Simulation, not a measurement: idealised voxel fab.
process module | voxel gate over fins
cross-section cut | 230 nm wide | cells 5 nm
A cross-section is a grid of square cells, given in bands from the top down. A band is one or more rows of cells.
Each band's line starts with the height of the band's top and of its bottom, in nm. Then come its materials from left to right, each with its width in nm. One material with "throughout" fills the band from edge to edge. "air" is empty space.
Height 0 is the level under which the wafer as received is all one material. The lowest band goes on downwards, as in "0 down".
A width such as "30 to 40" changes by the same amount from each row of cells to the next, from the band's top row to its bottom row.
"no change" after a step means that no cell of the cross-section changed.
closed voids: empty space of 8 cells or more with no open way to the top, each as width x height at its distance from the left edge, in nm
after a step's settings: what the simulator itself notes on the step
overlay nm, on a step with a mask: how far to the right of its planned place the mask lay; to the left if negative
plan
1 op RECEIVE | material Si
2 op CONFORMAL_DEP | material SiN | thk nm 5
3 op MASKED_ETCH | tone cover | mask id FINS | width nm 15 | pitch nm 35 | etch materials SiN | depth nm 5 | overlay nm 0
4 op MASKED_ETCH | tone cover | mask id FINS | width nm 15 | pitch nm 35 | etch materials Si | depth nm 40 | overlay nm 0
5 op OXIDIZE | depth nm 5
6 op FILL_DEP | material SiO2 | thk nm 10
7 op CMP | height nm 5
8 op SELECTIVE_ETCH | etch materials SiO2 | depth nm 20
9 op STRIP | etch materials SiN
10 op CONFORMAL_DEP | material HfO2 | thk nm 5
11 op CONFORMAL_DEP | material TiN | thk nm 5
12 op FILL_DEP | material W | thk nm 15
13 op CMP | height nm 20
14 op CONFORMAL_DEP | material SiCN | thk nm 5
as received, after step 1
  0 down: Si throughout
  closed voids: none
a wafer at the end: this start, this plan, one mistake
  25 to 20: SiCN throughout
  20 to 10: W throughout
  10 to 5: W 65 | HfO2 25 | W 10 | HfO2 25 | W 10 | HfO2 25 | W 70
  5 to 0: W 65 | HfO2 5 | TiN 15 | HfO2 5 | W 10 | HfO2 5 | TiN 15 | HfO2 5 | W 10 | HfO2 5 | TiN 15 | HfO2 5 | W 70
  0 to -5: W 65 | HfO2 5 | TiN 5 | Si 5 | TiN 5 | HfO2 5 | W 10 | HfO2 5 | TiN 5 | Si 5 | TiN 5 | HfO2 5 | W 10 | HfO2 5 | TiN 5 | Si 5 | TiN 5 | HfO2 5 | W 70
  -5 to -10: HfO2 70 | TiN 5 | Si 5 | TiN 5 | HfO2 20 | TiN 5 | Si 5 | TiN 5 | HfO2 20 | TiN 5 | Si 5 | TiN 5 | HfO2 75
  -10 to -15: TiN 75 | Si 5 | TiN 30 | Si 5 | TiN 30 | Si 5 | TiN 80
  -15 to -45: SiO2 75 | Si 5 | SiO2 30 | Si 5 | SiO2 30 | Si 5 | SiO2 80
  -45 down: Si throughout
  closed voids: none
what went wrong: steps 10 and 11 were swapped
